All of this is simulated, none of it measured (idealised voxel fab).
process module | voxel gate over fins
cross-section cut | 275 nm wide | cells 5 nm
A cross-section is a grid of square cells, given in bands from the top down. A band is one or more rows of cells.
Each band's line starts with the height of the band's top and of its bottom, in nm. Then come its materials from left to right, each with its width in nm. One material with "throughout" fills the band from edge to edge. "air" is empty space.
Height 0 is the level under which the wafer as received is all one material. The lowest band goes on downwards, as in "0 down".
A width such as "30 to 40" changes by the same amount from each row of cells to the next, from the band's top row to its bottom row.
"no change" after a step means that no cell of the cross-section changed.
closed voids: empty space of 8 cells or more with no open way to the top, each as width x height at its distance from the left edge, in nm
after a step's settings: what the simulator itself notes on the step
overlay nm, on a step with a mask: how far to the right of its planned place the mask lay; to the left if negative
plan
1 op RECEIVE | material Si
2 op CONFORMAL_DEP | material SiN | thk nm 10
3 op MASKED_ETCH | tone cover | mask id FINS | width nm 15 | pitch nm 55 | etch materials SiN | depth nm 10 | overlay nm -15
4 op MASKED_ETCH | tone cover | mask id FINS | width nm 15 | pitch nm 55 | etch materials Si | depth nm 35 | overlay nm 0
5 op FILL_DEP | material SiO2 | thk nm 10
6 op CMP | height nm 10
7 op PATTERN | tone open | mask id RAIL | material resist | width nm 15 | thk nm 15 | overlay nm 0
8 op DIRECTIONAL_ETCH | etch materials SiO2 | depth nm 40
9 op STRIP | etch materials resist
10 op CONFORMAL_DEP | material TiN | thk nm 5
11 op FILL_DEP | material W | thk nm 10
12 op CMP | height nm 10
13 op SELECTIVE_ETCH | etch materials W Ru TiN | depth nm 30
14 op FILL_DEP | material SiO2 | thk nm 5
15 op CMP | height nm 10
16 op SELECTIVE_ETCH | etch materials SiO2 | depth nm 25
17 op STRIP | etch materials SiN
18 op CONFORMAL_DEP | material HfO2 | thk nm 5
19 op CONFORMAL_DEP | material TiN | thk nm 5
20 op CONFORMAL_DEP | material TiAl | thk nm 5
21 op CONFORMAL_DEP | material TiN | thk nm 5
22 op FILL_DEP | material W | thk nm 10
23 op CMP | height nm 25
24 op CONFORMAL_DEP | material SiN | thk nm 10
varied across the wafers: overlay nm of step 3. The plan shows the first wafer's value. All wafers start alike
first wafer as received, after step 1
  0 down: Si throughout
  closed voids: none
each wafer at the end: cells of each material gained (+) or lost (-) since it was received, then its closed voids
overlay nm -15 | +67 HfO2 | -301 Si | +110 SiN | +166 SiO2 | +64 TiAl | +133 TiN | +146 W | closed voids: none
overlay nm -10 | +67 HfO2 | -315 Si | +110 SiN | +174 SiO2 | +67 TiAl | +133 TiN | +149 W | closed voids: none
overlay nm -5 | +67 HfO2 | -329 Si | +110 SiN | +182 SiO2 | +67 TiAl | +136 TiN | +152 W | closed voids: none
overlay nm 0 | +67 HfO2 | -343 Si | +110 SiN | +190 SiO2 | +67 TiAl | +139 TiN | +155 W | closed voids: none
overlay nm 5 | +67 HfO2 | -329 Si | +110 SiN | +182 SiO2 | +67 TiAl | +136 TiN | +152 W | closed voids: none
overlay nm 10 | +67 HfO2 | -315 Si | +110 SiN | +174 SiO2 | +67 TiAl | +133 TiN | +149 W | closed voids: none
overlay nm 15 | +67 HfO2 | -301 Si | +110 SiN | +168 SiO2 | +64 TiAl | +132 TiN | +145 W | closed voids: none
